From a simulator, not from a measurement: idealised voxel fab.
The process module that follows is named voxel ribs on slabs.
Displayed cross-section: cut, width of 185 nm, square cells sized 5 nm.
Notation: cross-section as square-cell grid; stated in bands, top first, going down; one or more cell rows per band. Band entry format. Leading values: height of top, height of bottom, nm. Remainder: materials in left-to-right order, each with its width in nm. Special words: "full width" on a single material, which then fills the band edge to edge; "blank", empty space. Heights are measured from 0, the level below which the as-received wafer is all one material; the lowest band has no bottom and continues downward, written as in "0 down". The expression "30 to 40" gives the width at the extremes of the band, the first number at its top row of cells and the second at its bottom row, with the width changing by equal amounts from each row to the next in between. Reading "no change occurred" for a step: not a cell of the cross-section changed in it. Reported under the label "Fully closed voids" are the empty spaces having no open way to the top and comprising 8 cells or more; the notation for each is width x height at distance, in which the distance is measured from the left edge and all three values are in nm. That trailing text on a step's line, after the settings, is the simulator's own remark on the step. What "overlay nm" on a step's line means: if the step has a mask, that mask lay this far to the right of its planned place, or, when the value is negative, to the left.
Process steps foreseen in the plan
1,RECEIVE,material Si
2,DIRECTIONAL_DEP,material SiO2,thk nm 30
3,DIRECTIONAL_DEP,material SiN,thk nm 20
4,MASKED_ETCH,tone cover,mask id RIB,width nm 15,etch materials SiN,depth nm 15,overlay nm 0
5,MASKED_ETCH,tone cover,mask id SLAB,width nm 65,etch materials SiN,depth nm 5,overlay nm 0
6,FILL_DEP,material SiO2,thk nm 20
7,CMP,height nm 60
8,DIRECTIONAL_DEP,material TiN,thk nm 10
9,MASKED_ETCH,tone cover,mask id HEATER,width nm 25,etch materials TiN,depth nm 10,overlay nm 0
10,CONFORMAL_DEP,material SiN,thk nm 5
Cross-section of the wafer upon arrival, representing the state reached after step 1
* 0 down: Si full width
* Fully closed voids: none
The first of two wafers, cross-sectioned at the end of the module, with the run proceeding as planned
* 75 to 70: 75 nm blank; 35 nm SiN; 75 nm blank
* 70 to 65: 75 nm blank; 5 nm SiN; 25 nm TiN; 5 nm SiN; 75 nm blank
* 65 to 60: 80 nm SiN; 25 nm TiN; 80 nm SiN
* 60 to 50: SiO2 full width
* 50 to 35: 85 nm SiO2; 15 nm SiN; 85 nm SiO2
* 35 to 30: 60 nm SiO2; 65 nm SiN; 60 nm SiO2
* 30 to 0: SiO2 full width
* 0 down: Si full width
* Fully closed voids: none
Cross-sectional view of the second of two wafers upon completion of the module. This wafer shared its starting condition and process plan with the first; one error was made during its execution
* 75 to 70: 75 nm blank; 35 nm SiN; 75 nm blank
* 70 to 65: 75 nm blank; 5 nm SiN; 25 nm TiN; 5 nm SiN; 75 nm blank
* 65 to 60: 80 nm SiN; 25 nm TiN; 80 nm SiN
* 60 to 20: SiO2 full width
* 20 to 0: SiN full width
* 0 down: Si full width
* Fully closed voids: none
It is concluded that the wafer was processed incorrectly with respect to the plan, in that deviation from plan: step 3 and step 2 executed in one another's positions
End of process, cell counts, second wafer against first, materials with more or fewer: SiN +126 | SiO2 -126
